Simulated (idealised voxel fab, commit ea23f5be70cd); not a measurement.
voxel transistor to metal: a process module
This is section cut - it's 150 nm across, gridded in 5 nm square cells.
Each cross-section below is a grid of square cells, stated as bands in top-down order, with one or more rows of cells making up each band.
Per band: top height and bottom height in nm, followed by the left-to-right materials and their widths in nm; "all across" marks a single material spanning edge to edge, "blank" marks empty space.
Basically, 0 is our baseline, since under it the wafer straight out of the box is all one material. The bottom band has no lower end and keeps on going down, so it looks like "z 0 and below".
A two-number width, for instance "30->40", indicates that the width is equal to the first number in the top row of the band and to the second number in the bottom row, and that it changes by a constant amount per row of cells.
A step reported as "stayed the same" is a step in which no cell of the cross-section changed.
"Internal closed voids": empty spaces of 8 cells or more with no open way to the top, each given as width x height at distance, distance from the left edge, all in nm.
On each step's line, the part that comes after the settings is the simulator's own comment on the step.
"overlay nm" answers the question of how far to the right of plan the mask lay on a step that has a mask, and when it is negative the answer is to the left.
### This section lists the process steps that were planned
1: op RECEIVE | material Si
2: op CONFORMAL_DEP | material SiO2 | thk nm 5
3: op CONFORMAL_DEP | material SiN | thk nm 15
4: op DIRECTIONAL_DEP | material aC | thk nm 10
5: op PATTERN | tone cover | mask id ACTIVE | material resist | width nm 105 | thk nm 30 | overlay nm 0
6: op DIRECTIONAL_ETCH | etch materials aC | depth nm 10
7: op STRIP | etch materials resist
8: op DIRECTIONAL_ETCH | etch materials SiN | depth nm 15
9: op DIRECTIONAL_ETCH | etch materials SiO2 | depth nm 5
10: op DIRECTIONAL_ETCH | etch materials Si | depth nm 35
11: op STRIP | etch materials aC
12: op OXIDIZE | depth nm 5
13: op FILL_DEP | material SiO2 | thk nm 5
14: op CMP | height nm 20
15: op SELECTIVE_ETCH | etch materials SiO2 | depth nm 5
16: op STRIP | etch materials SiN
17: op SELECTIVE_ETCH | etch materials SiO2 | depth nm 5
18: op OXIDIZE | depth nm 5
19: op DIRECTIONAL_DEP | material polySi | thk nm 20
20: op DIRECTIONAL_DEP | material SiCN | thk nm 15
21: op MASKED_ETCH | tone cover | mask id GATE | width nm 25 | etch materials SiCN | depth nm 25 | overlay nm 0
22: op MASKED_ETCH | tone cover | mask id GATE | width nm 25 | etch materials polySi | depth nm 30 | overlay nm 0
23: op CONFORMAL_DEP | material SiO2 | thk nm 5
24: op DIRECTIONAL_ETCH | etch materials SiO2 | depth nm 5
25: op CONFORMAL_DEP | material SiN | thk nm 5
26: op DIRECTIONAL_ETCH | etch materials SiN | depth nm 5
27: op DIRECTIONAL_ETCH | etch materials SiO2 | depth nm 5
28: op DIRECTIONAL_ETCH | etch materials Si | depth nm 10
29: op EPI | material pSi | thk nm 15
30: op FILL_DEP | material SiO2 | thk nm 10
31: op CMP | height nm 35
32: op DIRECTIONAL_DEP | material SiO2 | thk nm 10
33: op PATTERN | tone open | mask id CONTACT | material resist | width nm 30 | pitch nm 65 | thk nm 15 | overlay nm 0
34: op DIRECTIONAL_ETCH | etch materials SiO2 | depth nm 45
35: op STRIP | etch materials resist
36: op CONFORMAL_DEP | material TiN | thk nm 5
37: op FILL_DEP | material W | thk nm 5
38: op CMP | height nm 45
39: op DIRECTIONAL_DEP | material TiN | thk nm 5
40: op DIRECTIONAL_DEP | material W | thk nm 15
41: op PATTERN | tone cover | mask id METAL_1 | material resist | width nm 20 | pitch nm 75 | thk nm 20 | overlay nm 0
42: op DIRECTIONAL_ETCH | etch materials W | depth nm 15
43: op DIRECTIONAL_ETCH | etch materials TiN | depth nm 5
44: op STRIP | etch materials resist
45: op FILL_DEP | material lowk | thk nm 10
46: op CMP | height nm 65
47: op CONFORMAL_DEP | material SiCN | thk nm 5
### First of two wafers: run as planned
### Step 1 complete: cross-section of the wafer as received
    z 0 and below: Si all across
    Internal closed voids: none
### Cross-section of the wafer after step 2
    z 5 to 0: SiO2 all across
    Under the height 0 nothing was changed.
### Cross-section of the wafer after step 3
    z 20 to 5: SiN all across
    Under the height 5 nothing was changed.
### Cross-section of the wafer after step 4
    z 30 to 20: aC all across
    Under the height 20 nothing was changed.
### Cross-section of the wafer after step 5
    z 60 to 30: blank 20 nm, resist 105 nm, blank 25 nm
    Under the height 30 nothing was changed.
### Cross-section of the wafer after step 6
    z 50 to 30: blank 20 nm, resist 105 nm, blank 25 nm
    z 30 to 20: blank 20 nm, aC 105 nm, blank 25 nm
    Under the height 20 nothing was changed.
### Cross-section of the wafer after step 7
    z 30 to 20: blank 20 nm, aC 105 nm, blank 25 nm
    Under the height 20 nothing was changed.
### Cross-section of the wafer after step 8
    z 30 to 20: blank 20 nm, aC 105 nm, blank 25 nm
    z 20 to 5: blank 20 nm, SiN 105 nm, blank 25 nm
    Under the height 5 nothing was changed.
### Cross-section of the wafer after step 9
    z 30 to 20: blank 20 nm, aC 105 nm, blank 25 nm
    z 20 to 5: blank 20 nm, SiN 105 nm, blank 25 nm
    z 5 to 0: blank 20 nm, SiO2 105 nm, blank 25 nm
    Under the height 0 nothing was changed.
### Cross-section of the wafer after step 10
    z 30 to 20: blank 20 nm, aC 105 nm, blank 25 nm
    z 20 to 5: blank 20 nm, SiN 105 nm, blank 25 nm
    z 5 to 0: blank 20 nm, SiO2 105 nm, blank 25 nm
    z 0 to -35: blank 20 nm, Si 105 nm, blank 25 nm
    Under the height -35 nothing was changed.
### Cross-section of the wafer after step 11
    z 20 to 5: blank 20 nm, SiN 105 nm, blank 25 nm
    Under the height 5 nothing was changed.
### Cross-section of the wafer after step 12
    z 20 to 5: blank 20 nm, SiN 105 nm, blank 25 nm
    z 5 to 0: blank 20 nm, SiO2 105 nm, blank 25 nm
    z 0 to -35: blank 20 nm, SiO2 5 nm, Si 95 nm, SiO2 5 nm, blank 25 nm
    z -35 to -40: SiO2 25 nm, Si 95 nm, SiO2 30 nm
    Under the height -40 nothing was changed.
### Cross-section of the wafer after step 13
    z 25 to 20: SiO2 all across
    z 20 to 5: SiO2 20 nm, SiN 105 nm, SiO2 25 nm
    z 5 to 0: SiO2 all across
    z 0 to -40: SiO2 25 nm, Si 95 nm, SiO2 30 nm
    Under the height -40 nothing was changed.
### Cross-section of the wafer after step 14
    z 20 to 5: SiO2 20 nm, SiN 105 nm, SiO2 25 nm
    Under the height 5 nothing was changed.
### Cross-section of the wafer after step 15
    z 20 to 15: blank 20 nm, SiN 105 nm, blank 25 nm
    Under the height 15 nothing was changed.
### Cross-section of the wafer after step 16
    z 15 to 5: SiO2 20 nm, blank 105 nm, SiO2 25 nm
    Under the height 5 nothing was changed.
### Cross-section of the wafer after step 17
    z 10 to 0: SiO2 15 nm, blank 115 nm, SiO2 20 nm
    Under the height 0 nothing was changed.
### Cross-section of the wafer after step 18
    z 10 to 0: SiO2 15 nm, blank 115 nm, SiO2 20 nm
    z 0 to -5: SiO2 all across
    Under the height -5 nothing was changed.
### Cross-section of the wafer after step 19
    z 30 to 20: polySi 15 nm, blank 115 nm, polySi 20 nm
    z 20 to 10: polySi all across
    z 10 to 0: SiO2 15 nm, polySi 115 nm, SiO2 20 nm
    Under the height 0 nothing was changed.
### Cross-section of the wafer after step 20
    z 45 to 35: SiCN 15 nm, blank 115 nm, SiCN 20 nm
    z 35 to 30: SiCN all across
    z 30 to 20: polySi 15 nm, SiCN 115 nm, polySi 20 nm
    Under the height 20 nothing was changed.
### Cross-section of the wafer after step 21
    z 35 to 30: blank 60 nm, SiCN 25 nm, blank 65 nm
    z 30 to 20: polySi 15 nm, blank 45 nm, SiCN 25 nm, blank 45 nm, polySi 20 nm
    Under the height 20 nothing was changed.
### Cross-section of the wafer after step 22
    z 35 to 20: blank 60 nm, SiCN 25 nm, blank 65 nm
    z 20 to 10: blank 60 nm, polySi 25 nm, blank 65 nm
    z 10 to 0: SiO2 15 nm, blank 45 nm, polySi 25 nm, blank 45 nm, SiO2 20 nm
    Under the height 0 nothing was changed.
### Cross-section of the wafer after step 23
    z 40 to 35: blank 55 nm, SiO2 35 nm, blank 60 nm
    z 35 to 20: blank 55 nm, SiO2 5 nm, SiCN 25 nm, SiO2 5 nm, blank 60 nm
    z 20 to 15: blank 55 nm, SiO2 5 nm, polySi 25 nm, SiO2 5 nm, blank 60 nm
    z 15 to 5: SiO2 20 nm, blank 35 nm, SiO2 5 nm, polySi 25 nm, SiO2 5 nm, blank 35 nm, SiO2 25 nm
    z 5 to 0: SiO2 60 nm, polySi 25 nm, SiO2 65 nm
    Under the height 0 nothing was changed.
### Cross-section of the wafer after step 24
    z 35 to 20: blank 55 nm, SiO2 5 nm, SiCN 25 nm, SiO2 5 nm, blank 60 nm
    z 20 to 10: blank 55 nm, SiO2 5 nm, polySi 25 nm, SiO2 5 nm, blank 60 nm
    z 10 to 0: SiO2 20 nm, blank 35 nm, SiO2 5 nm, polySi 25 nm, SiO2 5 nm, blank 35 nm, SiO2 25 nm
    Under the height 0 nothing was changed.
### Cross-section of the wafer after step 25
    z 40 to 35: blank 50 nm, SiN 45 nm, blank 55 nm
    z 35 to 20: blank 50 nm, SiN 5 nm, SiO2 5 nm, SiCN 25 nm, SiO2 5 nm, SiN 5 nm, blank 55 nm
    z 20 to 15: blank 50 nm, SiN 5 nm, SiO2 5 nm, polySi 25 nm, SiO2 5 nm, SiN 5 nm, blank 55 nm
    z 15 to 10: SiN 25 nm, blank 25 nm, SiN 5 nm, SiO2 5 nm, polySi 25 nm, SiO2 5 nm, SiN 5 nm, blank 25 nm, SiN 30 nm
    z 10 to 5: SiO2 20 nm, SiN 5 nm, blank 25 nm, SiN 5 nm, SiO2 5 nm, polySi 25 nm, SiO2 5 nm, SiN 5 nm, blank 25 nm, SiN 5 nm, SiO2 25 nm
    z 5 to 0: SiO2 20 nm, SiN 35 nm, SiO2 5 nm, polySi 25 nm, SiO2 5 nm, SiN 35 nm, SiO2 25 nm
    Under the height 0 nothing was changed.
### Cross-section of the wafer after step 26
    z 35 to 20: blank 50 nm, SiN 5 nm, SiO2 5 nm, SiCN 25 nm, SiO2 5 nm, SiN 5 nm, blank 55 nm
    z 20 to 10: blank 50 nm, SiN 5 nm, SiO2 5 nm, polySi 25 nm, SiO2 5 nm, SiN 5 nm, blank 55 nm
    z 10 to 0: SiO2 20 nm, SiN 5 nm, blank 25 nm, SiN 5 nm, SiO2 5 nm, polySi 25 nm, SiO2 5 nm, SiN 5 nm, blank 25 nm, SiN 5 nm, SiO2 25 nm
    Under the height 0 nothing was changed.
### Cross-section of the wafer after step 27
    z 35 to 30: blank 50 nm, SiN 5 nm, blank 5 nm, SiCN 25 nm, blank 5 nm, SiN 5 nm, blank 55 nm
    z 30 to 20: blank 50 nm, SiN 5 nm, SiO2 5 nm, SiCN 25 nm, SiO2 5 nm, SiN 5 nm, blank 55 nm
    z 20 to 10: blank 50 nm, SiN 5 nm, SiO2 5 nm, polySi 25 nm, SiO2 5 nm, SiN 5 nm, blank 55 nm
    z 10 to 5: blank 20 nm, SiN 5 nm, blank 25 nm, SiN 5 nm, SiO2 5 nm, polySi 25 nm, SiO2 5 nm, SiN 5 nm, blank 25 nm, SiN 5 nm, blank 25 nm
    z 5 to 0: SiO2 20 nm, SiN 5 nm, blank 25 nm, SiN 5 nm, SiO2 5 nm, polySi 25 nm, SiO2 5 nm, SiN 5 nm, blank 25 nm, SiN 5 nm, SiO2 25 nm
    z 0 to -5: SiO2 25 nm, blank 25 nm, SiO2 45 nm, blank 25 nm, SiO2 30 nm
    Under the height -5 nothing was changed.
### Cross-section of the wafer after step 28
    z 35 to 30: blank 50 nm, SiN 5 nm, blank 5 nm, SiCN 25 nm, blank 5 nm, SiN 5 nm, blank 55 nm
    z 30 to 20: blank 50 nm, SiN 5 nm, SiO2 5 nm, SiCN 25 nm, SiO2 5 nm, SiN 5 nm, blank 55 nm
    z 20 to 10: blank 50 nm, SiN 5 nm, SiO2 5 nm, polySi 25 nm, SiO2 5 nm, SiN 5 nm, blank 55 nm
    z 10 to 5: blank 20 nm, SiN 5 nm, blank 25 nm, SiN 5 nm, SiO2 5 nm, polySi 25 nm, SiO2 5 nm, SiN 5 nm, blank 25 nm, SiN 5 nm, blank 25 nm
    z 5 to 0: SiO2 20 nm, SiN 5 nm, blank 25 nm, SiN 5 nm, SiO2 5 nm, polySi 25 nm, SiO2 5 nm, SiN 5 nm, blank 25 nm, SiN 5 nm, SiO2 25 nm
    z 0 to -5: SiO2 25 nm, blank 25 nm, SiO2 45 nm, blank 25 nm, SiO2 30 nm
    z -5 to -15: SiO2 25 nm, blank 25 nm, Si 45 nm, blank 25 nm, SiO2 30 nm
    Under the height -15 nothing was changed.
### Cross-section of the wafer after step 29
    z 35 to 30: blank 50 nm, SiN 5 nm, blank 5 nm, SiCN 25 nm, blank 5 nm, SiN 5 nm, blank 55 nm
    z 30 to 20: blank 50 nm, SiN 5 nm, SiO2 5 nm, SiCN 25 nm, SiO2 5 nm, SiN 5 nm, blank 55 nm
    z 20 to 10: blank 50 nm, SiN 5 nm, SiO2 5 nm, polySi 25 nm, SiO2 5 nm, SiN 5 nm, blank 55 nm
    z 10 to 5: blank 20 nm, SiN 5 nm, blank 10 nm, pSi 15 nm, SiN 5 nm, SiO2 5 nm, polySi 25 nm, SiO2 5 nm, SiN 5 nm, pSi 15 nm, blank 10 nm, SiN 5 nm, blank 25 nm
    z 5 to 0: SiO2 20 nm, SiN 5 nm, blank 10 nm, pSi 15 nm, SiN 5 nm, SiO2 5 nm, polySi 25 nm, SiO2 5 nm, SiN 5 nm, pSi 15 nm, blank 10 nm, SiN 5 nm, SiO2 25 nm
    z 0 to -5: SiO2 25 nm, pSi 25 nm, SiO2 45 nm, pSi 25 nm, SiO2 30 nm
    z -5 to -15: SiO2 25 nm, pSi 25 nm, Si 45 nm, pSi 25 nm, SiO2 30 nm
    Under the height -15 nothing was changed.
### Cross-section of the wafer after step 30
    z 45 to 35: SiO2 all across
    z 35 to 20: SiO2 50 nm, SiN 5 nm, SiO2 5 nm, SiCN 25 nm, SiO2 5 nm, SiN 5 nm, SiO2 55 nm
    z 20 to 10: SiO2 50 nm, SiN 5 nm, SiO2 5 nm, polySi 25 nm, SiO2 5 nm, SiN 5 nm, SiO2 55 nm
    z 10 to 0: SiO2 20 nm, SiN 5 nm, SiO2 10 nm, pSi 15 nm, SiN 5 nm, SiO2 5 nm, polySi 25 nm, SiO2 5 nm, SiN 5 nm, pSi 15 nm, SiO2 10 nm, SiN 5 nm, SiO2 25 nm
    Under the height 0 nothing was changed.
### Cross-section of the wafer after step 31
    z 35 to 20: SiO2 50 nm, SiN 5 nm, SiO2 5 nm, SiCN 25 nm, SiO2 5 nm, SiN 5 nm, SiO2 55 nm
    Under the height 20 nothing was changed.
### Cross-section of the wafer after step 32
    z 45 to 35: SiO2 all across
    Under the height 35 nothing was changed.
### Cross-section of the wafer after step 33
    z 60 to 45: resist 25 nm, blank 30 nm, resist 35 nm, blank 30 nm, resist 30 nm
    Under the height 45 nothing was changed.
### Cross-section of the wafer after step 34
    z 60 to 45: resist 25 nm, blank 30 nm, resist 35 nm, blank 30 nm, resist 30 nm
    z 45 to 35: SiO2 25 nm, blank 30 nm, SiO2 35 nm, blank 30 nm, SiO2 30 nm
    z 35 to 20: SiO2 25 nm, blank 25 nm, SiN 5 nm, SiO2 5 nm, SiCN 25 nm, SiO2 5 nm, SiN 5 nm, blank 25 nm, SiO2 30 nm
    z 20 to 10: SiO2 25 nm, blank 25 nm, SiN 5 nm, SiO2 5 nm, polySi 25 nm, SiO2 5 nm, SiN 5 nm, blank 25 nm, SiO2 30 nm
    z 10 to 0: SiO2 20 nm, SiN 5 nm, blank 10 nm, pSi 15 nm, SiN 5 nm, SiO2 5 nm, polySi 25 nm, SiO2 5 nm, SiN 5 nm, pSi 15 nm, blank 10 nm, SiN 5 nm, SiO2 25 nm
    Under the height 0 nothing was changed.
### Cross-section of the wafer after step 35
    z 45 to 35: SiO2 25 nm, blank 30 nm, SiO2 35 nm, blank 30 nm, SiO2 30 nm
    Under the height 35 nothing was changed.
### Cross-section of the wafer after step 36
    z 50 to 45: TiN 30 nm, blank 20 nm, TiN 45 nm, blank 20 nm, TiN 35 nm
    z 45 to 35: SiO2 25 nm, TiN 5 nm, blank 20->15 nm, TiN 5->10 nm, SiO2 35 nm, TiN 5->10 nm, blank 20->15 nm, TiN 5 nm, SiO2 30 nm
    z 35 to 20: SiO2 25 nm, TiN 5 nm, blank 15 nm, TiN 5 nm, SiN 5 nm, SiO2 5 nm, SiCN 25 nm, SiO2 5 nm, SiN 5 nm, TiN 5 nm, blank 15 nm, TiN 5 nm, SiO2 30 nm
    z 20 to 15: SiO2 25 nm, TiN 5 nm, blank 15 nm, TiN 5 nm, SiN 5 nm, SiO2 5 nm, polySi 25 nm, SiO2 5 nm, SiN 5 nm, TiN 5 nm, blank 15 nm, TiN 5 nm, SiO2 30 nm
    z 15 to 10: SiO2 25 nm, TiN 25 nm, SiN 5 nm, SiO2 5 nm, polySi 25 nm, SiO2 5 nm, SiN 5 nm, TiN 25 nm, SiO2 30 nm
    z 10 to 0: SiO2 20 nm, SiN 5 nm, TiN 10 nm, pSi 15 nm, SiN 5 nm, SiO2 5 nm, polySi 25 nm, SiO2 5 nm, SiN 5 nm, pSi 15 nm, TiN 10 nm, SiN 5 nm, SiO2 25 nm
    Under the height 0 nothing was changed.
### Cross-section of the wafer after step 37
    z 55 to 50: W all across
    z 50 to 45: TiN 30 nm, W 20 nm, TiN 45 nm, W 20 nm, TiN 35 nm
    z 45 to 35: SiO2 25 nm, TiN 5 nm, W 20->15 nm, TiN 5->10 nm, SiO2 35 nm, TiN 5->10 nm, W 20->15 nm, TiN 5 nm, SiO2 30 nm
    z 35 to 20: SiO2 25 nm, TiN 5 nm, W 15 nm, TiN 5 nm, SiN 5 nm, SiO2 5 nm, SiCN 25 nm, SiO2 5 nm, SiN 5 nm, TiN 5 nm, W 15 nm, TiN 5 nm, SiO2 30 nm
    z 20 to 15: SiO2 25 nm, TiN 5 nm, W 15 nm, TiN 5 nm, SiN 5 nm, SiO2 5 nm, polySi 25 nm, SiO2 5 nm, SiN 5 nm, TiN 5 nm, W 15 nm, TiN 5 nm, SiO2 30 nm
    Under the height 15 nothing was changed.
### Cross-section of the wafer after step 38
    z 45 to 35: SiO2 25 nm, TiN 5 nm, W 20->15 nm, TiN 5->10 nm, SiO2 35 nm, TiN 5->10 nm, W 20->15 nm, TiN 5 nm, SiO2 30 nm
    Under the height 35 nothing was changed.
### Cross-section of the wafer after step 39
    z 50 to 45: TiN all across
    Under the height 45 nothing was changed.
### Cross-section of the wafer after step 40
    z 65 to 50: W all across
    Under the height 50 nothing was changed.
### Cross-section of the wafer after step 41
    z 85 to 65: blank 25 nm, resist 20 nm, blank 55 nm, resist 20 nm, blank 30 nm
    Under the height 65 nothing was changed.
### Cross-section of the wafer after step 42
    z 85 to 65: blank 25 nm, resist 20 nm, blank 55 nm, resist 20 nm, blank 30 nm
    z 65 to 50: blank 25 nm, W 20 nm, blank 55 nm, W 20 nm, blank 30 nm
    Under the height 50 nothing was changed.
### Cross-section of the wafer after step 43
    z 85 to 65: blank 25 nm, resist 20 nm, blank 55 nm, resist 20 nm, blank 30 nm
    z 65 to 50: blank 25 nm, W 20 nm, blank 55 nm, W 20 nm, blank 30 nm
    z 50 to 45: blank 25 nm, TiN 20 nm, blank 55 nm, TiN 20 nm, blank 30 nm
    Under the height 45 nothing was changed.
### Cross-section of the wafer after step 44
    z 65 to 50: blank 25 nm, W 20 nm, blank 55 nm, W 20 nm, blank 30 nm
    Under the height 50 nothing was changed.
### Cross-section of the wafer after step 45
    z 75 to 65: lowk all across
    z 65 to 50: lowk 25 nm, W 20 nm, lowk 55 nm, W 20 nm, lowk 30 nm
    z 50 to 45: lowk 25 nm, TiN 20 nm, lowk 55 nm, TiN 20 nm, lowk 30 nm
    Under the height 45 nothing was changed.
### Cross-section of the wafer after step 46
    z 65 to 50: lowk 25 nm, W 20 nm, lowk 55 nm, W 20 nm, lowk 30 nm
    Under the height 50 nothing was changed.
### Cross-section of the wafer after step 47
    z 70 to 65: SiCN all across
    Under the height 65 nothing was changed.
### Wafer two. Same start, same plan, one slip in execution. Same as wafer one through step 24, inclusive
The second wafer cut through, at the time step 25 was supposed to be finished: stayed the same
The second wafer cut through, at the time step 26 was supposed to be finished: stayed the same
### The second wafer cut through, at the time step 27 was supposed to be finished
    z 35 to 30: blank 60 nm, SiCN 25 nm, blank 65 nm
    z 30 to 20: blank 55 nm, SiO2 5 nm, SiCN 25 nm, SiO2 5 nm, blank 60 nm
    z 20 to 5: blank 55 nm, SiO2 5 nm, polySi 25 nm, SiO2 5 nm, blank 60 nm
    z 5 to 0: SiO2 20 nm, blank 35 nm, SiO2 5 nm, polySi 25 nm, SiO2 5 nm, blank 35 nm, SiO2 25 nm
    z 0 to -5: SiO2 20 nm, blank 35 nm, SiO2 35 nm, blank 35 nm, SiO2 25 nm
    Under the height -5 nothing was changed.
### The second wafer cut through, at the time step 28 was supposed to be finished
    z 35 to 30: blank 60 nm, SiCN 25 nm, blank 65 nm
    z 30 to 20: blank 55 nm, SiO2 5 nm, SiCN 25 nm, SiO2 5 nm, blank 60 nm
    z 20 to 5: blank 55 nm, SiO2 5 nm, polySi 25 nm, SiO2 5 nm, blank 60 nm
    z 5 to 0: SiO2 20 nm, blank 35 nm, SiO2 5 nm, polySi 25 nm, SiO2 5 nm, blank 35 nm, SiO2 25 nm
    z 0 to -5: SiO2 20 nm, blank 35 nm, SiO2 35 nm, blank 35 nm, SiO2 25 nm
    z -5 to -15: SiO2 25 nm, blank 30 nm, Si 35 nm, blank 30 nm, SiO2 30 nm
    Under the height -15 nothing was changed.
### The second wafer cut through, at the time step 29 was supposed to be finished
    z 35 to 30: blank 60 nm, SiCN 25 nm, blank 65 nm
    z 30 to 20: blank 55 nm, SiO2 5 nm, SiCN 25 nm, SiO2 5 nm, blank 60 nm
    z 20 to 10: blank 55 nm, SiO2 5 nm, polySi 25 nm, SiO2 5 nm, blank 60 nm
    z 10 to 5: blank 40 nm, pSi 15 nm, SiO2 5 nm, polySi 25 nm, SiO2 5 nm, pSi 15 nm, blank 45 nm
    z 5 to 0: SiO2 20 nm, blank 20 nm, pSi 15 nm, SiO2 5 nm, polySi 25 nm, SiO2 5 nm, pSi 15 nm, blank 20 nm, SiO2 25 nm
    z 0 to -5: SiO2 20 nm, pSi 35 nm, SiO2 35 nm, pSi 35 nm, SiO2 25 nm
    z -5 to -15: SiO2 25 nm, pSi 30 nm, Si 35 nm, pSi 30 nm, SiO2 30 nm
    Under the height -15 nothing was changed.
### The second wafer cut through, at the time step 30 was supposed to be finished
    z 45 to 35: SiO2 all across
    z 35 to 20: SiO2 60 nm, SiCN 25 nm, SiO2 65 nm
    z 20 to 10: SiO2 60 nm, polySi 25 nm, SiO2 65 nm
    z 10 to 0: SiO2 40 nm, pSi 15 nm, SiO2 5 nm, polySi 25 nm, SiO2 5 nm, pSi 15 nm, SiO2 45 nm
    Under the height 0 nothing was changed.
### The second wafer cut through, at the time step 31 was supposed to be finished
    z 35 to 20: SiO2 60 nm, SiCN 25 nm, SiO2 65 nm
    Under the height 20 nothing was changed.
### The second wafer cut through, at the time step 32 was supposed to be finished
    z 45 to 35: SiO2 all across
    Under the height 35 nothing was changed.
### The second wafer cut through, at the time step 33 was supposed to be finished
    z 60 to 45: resist 25 nm, blank 30 nm, resist 35 nm, blank 30 nm, resist 30 nm
    Under the height 45 nothing was changed.
### The second wafer cut through, at the time step 34 was supposed to be finished
    z 60 to 45: resist 25 nm, blank 30 nm, resist 35 nm, blank 30 nm, resist 30 nm
    z 45 to 35: SiO2 25 nm, blank 30 nm, SiO2 35 nm, blank 30 nm, SiO2 30 nm
    z 35 to 20: SiO2 25 nm, blank 30 nm, SiO2 5 nm, SiCN 25 nm, SiO2 5 nm, blank 30 nm, SiO2 30 nm
    z 20 to 10: SiO2 25 nm, blank 30 nm, SiO2 5 nm, polySi 25 nm, SiO2 5 nm, blank 30 nm, SiO2 30 nm
    z 10 to 0: SiO2 25 nm, blank 15 nm, pSi 15 nm, SiO2 5 nm, polySi 25 nm, SiO2 5 nm, pSi 15 nm, blank 15 nm, SiO2 30 nm
    Under the height 0 nothing was changed.
### The second wafer cut through, at the time step 35 was supposed to be finished
    z 45 to 35: SiO2 25 nm, blank 30 nm, SiO2 35 nm, blank 30 nm, SiO2 30 nm
    Under the height 35 nothing was changed.
### The second wafer cut through, at the time step 36 was supposed to be finished
    z 50 to 45: TiN 30 nm, blank 20 nm, TiN 45 nm, blank 20 nm, TiN 35 nm
    z 45 to 35: SiO2 25 nm, TiN 5 nm, blank 20 nm, TiN 5 nm, SiO2 35 nm, TiN 5 nm, blank 20 nm, TiN 5 nm, SiO2 30 nm
    z 35 to 20: SiO2 25 nm, TiN 5 nm, blank 20 nm, TiN 5 nm, SiO2 5 nm, SiCN 25 nm, SiO2 5 nm, TiN 5 nm, blank 20 nm, TiN 5 nm, SiO2 30 nm
    z 20 to 10: SiO2 25 nm, TiN 5 nm, blank 20->5 nm, TiN 5->20 nm, SiO2 5 nm, polySi 25 nm, SiO2 5 nm, TiN 5->20 nm, blank 20->5 nm, TiN 5 nm, SiO2 30 nm
    z 10 to 5: SiO2 25 nm, TiN 5 nm, blank 5 nm, TiN 5 nm, pSi 15 nm, SiO2 5 nm, polySi 25 nm, SiO2 5 nm, pSi 15 nm, TiN 5 nm, blank 5 nm, TiN 5 nm, SiO2 30 nm
    z 5 to 0: SiO2 25 nm, TiN 15 nm, pSi 15 nm, SiO2 5 nm, polySi 25 nm, SiO2 5 nm, pSi 15 nm, TiN 15 nm, SiO2 30 nm
    Under the height 0 nothing was changed.
### The second wafer cut through, at the time step 37 was supposed to be finished
    z 55 to 50: W all across
    z 50 to 45: TiN 30 nm, W 20 nm, TiN 45 nm, W 20 nm, TiN 35 nm
    z 45 to 35: SiO2 25 nm, TiN 5 nm, W 20 nm, TiN 5 nm, SiO2 35 nm, TiN 5 nm, W 20 nm, TiN 5 nm, SiO2 30 nm
    z 35 to 20: SiO2 25 nm, TiN 5 nm, W 20 nm, TiN 5 nm, SiO2 5 nm, SiCN 25 nm, SiO2 5 nm, TiN 5 nm, W 20 nm, TiN 5 nm, SiO2 30 nm
    z 20 to 10: SiO2 25 nm, TiN 5 nm, W 20->5 nm, TiN 5->20 nm, SiO2 5 nm, polySi 25 nm, SiO2 5 nm, TiN 5->20 nm, W 20->5 nm, TiN 5 nm, SiO2 30 nm
    z 10 to 5: SiO2 25 nm, TiN 5 nm, W 5 nm, TiN 5 nm, pSi 15 nm, SiO2 5 nm, polySi 25 nm, SiO2 5 nm, pSi 15 nm, TiN 5 nm, W 5 nm, TiN 5 nm, SiO2 30 nm
    Under the height 5 nothing was changed.
### The second wafer cut through, at the time step 38 was supposed to be finished
    z 45 to 35: SiO2 25 nm, TiN 5 nm, W 20 nm, TiN 5 nm, SiO2 35 nm, TiN 5 nm, W 20 nm, TiN 5 nm, SiO2 30 nm
    Under the height 35 nothing was changed.
### The second wafer cut through, at the time step 39 was supposed to be finished
    z 50 to 45: TiN all across
    Under the height 45 nothing was changed.
### The second wafer cut through, at the time step 40 was supposed to be finished
    z 65 to 50: W all across
    Under the height 50 nothing was changed.
### The second wafer cut through, at the time step 41 was supposed to be finished
    z 85 to 65: blank 25 nm, resist 20 nm, blank 55 nm, resist 20 nm, blank 30 nm
    Under the height 65 nothing was changed.
### The second wafer cut through, at the time step 42 was supposed to be finished
    z 85 to 65: blank 25 nm, resist 20 nm, blank 55 nm, resist 20 nm, blank 30 nm
    z 65 to 50: blank 25 nm, W 20 nm, blank 55 nm, W 20 nm, blank 30 nm
    Under the height 50 nothing was changed.
### The second wafer cut through, at the time step 43 was supposed to be finished
    z 85 to 65: blank 25 nm, resist 20 nm, blank 55 nm, resist 20 nm, blank 30 nm
    z 65 to 50: blank 25 nm, W 20 nm, blank 55 nm, W 20 nm, blank 30 nm
    z 50 to 45: blank 25 nm, TiN 20 nm, blank 55 nm, TiN 20 nm, blank 30 nm
    Under the height 45 nothing was changed.
### The second wafer cut through, at the time step 44 was supposed to be finished
    z 65 to 50: blank 25 nm, W 20 nm, blank 55 nm, W 20 nm, blank 30 nm
    Under the height 50 nothing was changed.
### The second wafer cut through, at the time step 45 was supposed to be finished
    z 75 to 65: lowk all across
    z 65 to 50: lowk 25 nm, W 20 nm, lowk 55 nm, W 20 nm, lowk 30 nm
    z 50 to 45: lowk 25 nm, TiN 20 nm, lowk 55 nm, TiN 20 nm, lowk 30 nm
    Under the height 45 nothing was changed.
### The second wafer cut through, at the time step 46 was supposed to be finished
    z 65 to 50: lowk 25 nm, W 20 nm, lowk 55 nm, W 20 nm, lowk 30 nm
    Under the height 50 nothing was changed.
### The second wafer cut through, at the time step 47 was supposed to be finished
    z 70 to 65: SiCN all across
    Under the height 65 nothing was changed.
Deviation noted in wafer processing: step 25 of the plan never got run, it was skipped over
Cell-count delta at end, second wafer over first, by material: -4 Si; -18 SiN; +14 W; +8 pSi
